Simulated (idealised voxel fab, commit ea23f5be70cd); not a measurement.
Module name: voxel lift off (process module)
Section shown: cut. Width: 220 nm. Cell size: 5 nm, square.
Heads up, the way a cross-section reads in here is a grid of square cells, handed over as bands from the top down, with every band being one or more rows of cells. Quick guide to a band line: top height, bottom height (nm) up front; then every material left to right with its width in nm. Only one material and it's marked "edge to edge"? Then it fills the band edge to edge. And "blank" just means empty space. It should be noted that heights are counted from 0, beneath which the wafer as supplied is of one material throughout, and that the lowest band possesses no lower boundary but continues downward, as written in "0 nm and below". So if you see something like "30 to 40" for the width, read it as the top row of the band sitting at the first number and the bottom row at the second, with every row in between moving by the same amount as the last. The cross-section has no changed cell in any step marked "no alteration". Reported under the label "Enclosed cavities" are the empty spaces having no open way to the top and comprising 8 cells or more; the notation for each is width x height at distance, in which the distance is measured from the left edge and all three values are in nm. On each step's line, the part that comes after the settings is the simulator's own comment on the step. overlay nm: right-of-plan distance of the mask on a masked step; negative values mean left-of-plan.

**The planned process steps are enumerated hereunder**
1,RECEIVE | material Si
2,CONFORMAL_DEP | material Al2O3 | thk nm 10
3,PATTERN | tone open | mask id LINES | material resist | width nm 30 | pitch nm 45 | thk nm 25 | overlay nm 0
4,DIRECTIONAL_DEP | material Ru | thk nm 15
5,STRIP | etch materials resist
6,CONFORMAL_DEP | material SiO2 | thk nm 5

**Cross-sectional view of the wafer in its as-received condition, corresponding to the state after step 1**
* 0 nm and below: Si edge to edge
* Enclosed cavities: none

**Here's the cross-section of the first of our two wafers at the end of the module - it ran as planned**
* 30 nm to 25 nm: blank 65 nm / SiO2 40 nm / blank 5 nm / SiO2 40 nm / blank 70 nm
* 25 nm to 15 nm: blank 65 nm / SiO2 5 nm / Ru 30 nm / SiO2 5 nm / blank 5 nm / SiO2 5 nm / Ru 30 nm / SiO2 5 nm / blank 70 nm
* 15 nm to 10 nm: SiO2 70 nm / Ru 30 nm / SiO2 15 nm / Ru 30 nm / SiO2 75 nm
* 10 nm to 0 nm: Al2O3 edge to edge
* 0 nm and below: Si edge to edge
* Enclosed cavities: none

**Cross-sectional image of the second wafer of the two following completion of the module. Starting state and process plan were the same as for the first wafer; one execution error occurred**
* 30 nm to 25 nm: blank 55 nm / SiO2 40 nm / blank 5 nm / SiO2 40 nm / blank 80 nm
* 25 nm to 15 nm: blank 55 nm / SiO2 5 nm / Ru 30 nm / SiO2 5 nm / blank 5 nm / SiO2 5 nm / Ru 30 nm / SiO2 5 nm / blank 80 nm
* 15 nm to 10 nm: SiO2 60 nm / Ru 30 nm / SiO2 15 nm / Ru 30 nm / SiO2 85 nm
* 10 nm to 0 nm: Al2O3 edge to edge
* 0 nm and below: Si edge to edge
* Enclosed cavities: none
Heads up, the wafer didn't run the way we planned it: step 3 off recipe, ran as PATTERN | tone open | mask id LINES | material resist | width nm 30 | pitch nm 45 | thk nm 25 | overlay nm -10
End check, second vs first wafer: material counts in cells match, positions do not.
